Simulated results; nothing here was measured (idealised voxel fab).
process module | voxel wiring stack
cross-section cut | 190 nm wide | cells 5 nm
A cross-section is a grid of square cells, given in bands from the top down. A band is one or more rows of cells.
Each band's line starts with the height of the band's top and of its bottom, in nm. Then come its materials from left to right, each with its width in nm. One material with "throughout" fills the band from edge to edge. "air" is empty space.
Height 0 is the level under which the wafer as received is all one material. The lowest band goes on downwards, as in "0 down".
A width such as "30 to 40" changes by the same amount from each row of cells to the next, from the band's top row to its bottom row.
"no change" after a step means that no cell of the cross-section changed.
closed voids: empty space of 8 cells or more with no open way to the top, each as width x height at its distance from the left edge, in nm
after a step's settings: what the simulator itself notes on the step
overlay nm, on a step with a mask: how far to the right of its planned place the mask lay; to the left if negative
plan
1 op RECEIVE | material Si
2 op CONFORMAL_DEP | material SiO2 | thk nm 10
3 op CONFORMAL_DEP | material SiN | thk nm 5
4 op DIRECTIONAL_DEP | material lowk | thk nm 15
5 op DIRECTIONAL_DEP | material aC | thk nm 10
6 op PATTERN | tone open | mask id METAL_1 | material resist | width nm 25 | pitch nm 50 | thk nm 30 | overlay nm 0
7 op DIRECTIONAL_ETCH | etch materials aC | depth nm 10
8 op STRIP | etch materials resist
9 op DIRECTIONAL_ETCH | etch materials lowk | depth nm 15
10 op DIRECTIONAL_ETCH | etch materials SiN | depth nm 5
11 op STRIP | etch materials aC
12 op CONFORMAL_DEP | material TiN | thk nm 5
13 op FILL_DEP | material Cu | thk nm 5
14 op CMP | height nm 30
15 op EPI | material Ru | thk nm 5
16 op FILL_DEP | material SiCN | thk nm 5
17 op DIRECTIONAL_DEP | material SiO2 | thk nm 25
18 op DIRECTIONAL_DEP | material aC | thk nm 15
19 op PATTERN | tone open | mask id METAL_2 | material resist | width nm 25 | pitch nm 50 | thk nm 30 | overlay nm 0
20 op DIRECTIONAL_ETCH | etch materials aC | depth nm 15
21 op STRIP | etch materials resist
22 op DIRECTIONAL_ETCH | etch materials SiO2 | depth nm 15
23 op STRIP | etch materials aC
24 op MASKED_ETCH | tone open | mask id METAL_2_HOLES | width nm 15 | etch materials SiO2 | depth nm 10 | overlay nm 0
25 op MASKED_ETCH | tone open | mask id METAL_2_HOLES | width nm 15 | etch materials SiCN | depth nm 5 | overlay nm 0
26 op CONFORMAL_DEP | material TiN | thk nm 5
27 op FILL_DEP | material Cu | thk nm 5
28 op CMP | height nm 65
29 op CONFORMAL_DEP | material SiCN | thk nm 5
first wafer, as planned
as received, after step 1
  0 down: Si throughout
  closed voids: none
after step 2
  10 to 0: SiO2 throughout
  below 0: unchanged
after step 3
  15 to 10: SiN throughout
  below 10: unchanged
after step 4
  30 to 15: lowk throughout
  below 15: unchanged
after step 5
  40 to 30: aC throughout
  below 30: unchanged
after step 6
  70 to 40: resist 55 | air 25 | resist 25 | air 25 | resist 60
  below 40: unchanged
after step 7
  60 to 40: resist 55 | air 25 | resist 25 | air 25 | resist 60
  40 to 30: aC 55 | air 25 | aC 25 | air 25 | aC 60
  below 30: unchanged
after step 8
  40 to 30: aC 55 | air 25 | aC 25 | air 25 | aC 60
  below 30: unchanged
after step 9
  40 to 30: aC 55 | air 25 | aC 25 | air 25 | aC 60
  30 to 15: lowk 55 | air 25 | lowk 25 | air 25 | lowk 60
  below 15: unchanged
after step 10
  40 to 30: aC 55 | air 25 | aC 25 | air 25 | aC 60
  30 to 15: lowk 55 | air 25 | lowk 25 | air 25 | lowk 60
  15 to 10: SiN 55 | air 25 | SiN 25 | air 25 | SiN 60
  below 10: unchanged
after step 11
  30 to 15: lowk 55 | air 25 | lowk 25 | air 25 | lowk 60
  below 15: unchanged
after step 12
  35 to 30: TiN 60 | air 15 | TiN 35 | air 15 | TiN 65
  30 to 15: lowk 55 | TiN 5 | air 15 | TiN 5 | lowk 25 | TiN 5 | air 15 | TiN 5 | lowk 60
  15 to 10: SiN 55 | TiN 25 | SiN 25 | TiN 25 | SiN 60
  below 10: unchanged
after step 13
  40 to 35: Cu throughout
  35 to 30: TiN 60 | Cu 15 | TiN 35 | Cu 15 | TiN 65
  30 to 15: lowk 55 | TiN 5 | Cu 15 | TiN 5 | lowk 25 | TiN 5 | Cu 15 | TiN 5 | lowk 60
  below 15: unchanged
after step 14
  30 to 15: lowk 55 | TiN 5 | Cu 15 | TiN 5 | lowk 25 | TiN 5 | Cu 15 | TiN 5 | lowk 60
  below 15: unchanged
after step 15
  35 to 30: air 50 | Ru 35 | air 15 | Ru 35 | air 55
  below 30: unchanged
after step 16
  40 to 35: SiCN throughout
  35 to 30: SiCN 50 | Ru 35 | SiCN 15 | Ru 35 | SiCN 55
  below 30: unchanged
after step 17
  65 to 40: SiO2 throughout
  below 40: unchanged
after step 18
  80 to 65: aC throughout
  below 65: unchanged
after step 19
  110 to 80: resist 55 | air 25 | resist 25 | air 25 | resist 60
  below 80: unchanged
after step 20
  95 to 80: resist 55 | air 25 | resist 25 | air 25 | resist 60
  80 to 65: aC 55 | air 25 | aC 25 | air 25 | aC 60
  below 65: unchanged
after step 21
  80 to 65: aC 55 | air 25 | aC 25 | air 25 | aC 60
  below 65: unchanged
after step 22
  80 to 65: aC 55 | air 25 | aC 25 | air 25 | aC 60
  65 to 50: SiO2 55 | air 25 | SiO2 25 | air 25 | SiO2 60
  below 50: unchanged
after step 23
  65 to 50: SiO2 55 | air 25 | SiO2 25 | air 25 | SiO2 60
  below 50: unchanged
after step 24
  65 to 50: SiO2 55 | air 25 | SiO2 25 | air 25 | SiO2 60
  50 to 40: SiO2 55 | air 15 | SiO2 120
  below 40: unchanged
after step 25
  65 to 50: SiO2 55 | air 25 | SiO2 25 | air 25 | SiO2 60
  50 to 40: SiO2 55 | air 15 | SiO2 120
  40 to 35: SiCN 55 | air 15 | SiCN 120
  below 35: unchanged
after step 26
  70 to 65: TiN 60 | air 15 | TiN 35 | air 15 | TiN 65
  65 to 55: SiO2 55 | TiN 5 | air 15 | TiN 5 | SiO2 25 | TiN 5 | air 15 | TiN 5 | SiO2 60
  55 to 50: SiO2 55 | TiN 5 | air 5 | TiN 15 | SiO2 25 | TiN 25 | SiO2 60
  50 to 40: SiO2 55 | TiN 5 | air 5 | TiN 5 | SiO2 120
  40 to 35: SiCN 55 | TiN 15 | SiCN 120
  below 35: unchanged
after step 27
  75 to 70: Cu throughout
  70 to 65: TiN 60 | Cu 15 | TiN 35 | Cu 15 | TiN 65
  65 to 55: SiO2 55 | TiN 5 | Cu 15 | TiN 5 | SiO2 25 | TiN 5 | Cu 15 | TiN 5 | SiO2 60
  55 to 50: SiO2 55 | TiN 5 | Cu 5 | TiN 15 | SiO2 25 | TiN 25 | SiO2 60
  50 to 40: SiO2 55 | TiN 5 | Cu 5 | TiN 5 | SiO2 120
  below 40: unchanged
after step 28
  65 to 55: SiO2 55 | TiN 5 | Cu 15 | TiN 5 | SiO2 25 | TiN 5 | Cu 15 | TiN 5 | SiO2 60
  below 55: unchanged
after step 29
  70 to 65: SiCN throughout
  below 65: unchanged
second wafer: like start, like plan, one mistake. Through step 16 it matches the first wafer
when step 17 should have ended
  55 to 40: aC throughout
  below 40: unchanged
when step 18 should have ended
  80 to 55: SiO2 throughout
  below 55: unchanged
when step 19 should have ended
  110 to 80: resist 55 | air 25 | resist 25 | air 25 | resist 60
  below 80: unchanged
when step 20 should have ended
  95 to 80: resist 55 | air 25 | resist 25 | air 25 | resist 60
  below 80: unchanged
when step 21 should have ended
  80 to 55: SiO2 throughout
  below 55: unchanged
when step 22 should have ended
  65 to 55: SiO2 throughout
  below 55: unchanged
when step 23 should have ended: no change
when step 24 should have ended
  65 to 55: SiO2 55 | air 15 | SiO2 120
  below 55: unchanged
when step 25 should have ended: no change
when step 26 should have ended
  70 to 65: TiN 60 | air 5 | TiN 125
  65 to 60: SiO2 55 | TiN 5 | air 5 | TiN 5 | SiO2 120
  60 to 55: SiO2 55 | TiN 15 | SiO2 120
  below 55: unchanged
when step 27 should have ended
  75 to 70: Cu throughout
  70 to 65: TiN 60 | Cu 5 | TiN 125
  65 to 60: SiO2 55 | TiN 5 | Cu 5 | TiN 5 | SiO2 120
  below 60: unchanged
when step 28 should have ended
  65 to 60: SiO2 55 | TiN 5 | Cu 5 | TiN 5 | SiO2 120
  below 60: unchanged
when step 29 should have ended
  70 to 65: SiCN throughout
  below 65: unchanged
what went wrong: steps 17 and 18 were swapped
at the end the second wafer has, in cells: 14 fewer of Cu | 3 more of SiCN | 84 fewer of SiO2 | 19 fewer of TiN | 114 more of aC
